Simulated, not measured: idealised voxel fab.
process module | voxel local oxidation
cross-section cut | 290 nm wide | cells 5 nm
A cross-section is a grid of square cells, given in bands from the top down. A band is one or more rows of cells.
Each band's line starts with the height of the band's top and of its bottom, in nm. Then come its materials from left to right, each with its width in nm. One material with "throughout" fills the band from edge to edge. "air" is empty space.
Height 0 is the level under which the wafer as received is all one material. The lowest band goes on downwards, as in "0 down".
A width such as "30 to 40" changes by the same amount from each row of cells to the next, from the band's top row to its bottom row.
"no change" after a step means that no cell of the cross-section changed.
closed voids: empty space of 8 cells or more with no open way to the top, each as width x height at its distance from the left edge, in nm
after a step's settings: what the simulator itself notes on the step
overlay nm, on a step with a mask: how far to the right of its planned place the mask lay; to the left if negative
plan
1 op RECEIVE | material Si
2 op CONFORMAL_DEP | material SiO2 | thk nm 5
3 op CONFORMAL_DEP | material SiN | thk nm 10
4 op MASKED_ETCH | tone cover | mask id ACTIVE | width nm 100 | pitch nm 140 | etch materials SiN | depth nm 10 | overlay nm 0
5 op SELECTIVE_ETCH | etch materials SiO2 | depth nm 5
6 op OXIDIZE | depth nm 15
7 op STRIP | etch materials SiN
as received, after step 1
  0 down: Si throughout
  closed voids: none
first wafer at the end, as planned
  5 to 0: air 30 | SiO2 90 | air 50 | SiO2 90 | air 30
  0 to -15: SiO2 45 | Si 60 | SiO2 80 | Si 60 | SiO2 45
  -15 down: Si throughout
  closed voids: none
second wafer at the end: like start, like plan, one mistake
  5 to 0: air 30 | SiO2 90 | air 50 | SiO2 90 | air 30
  0 to -5: SiO2 35 | Si 80 | SiO2 60 | Si 80 | SiO2 35
  -5 down: Si throughout
  closed voids: none
what went wrong: step 6 ran as: op OXIDIZE | depth nm 5
at the end the second wafer has, in cells: 76 more of Si | 76 fewer of SiO2
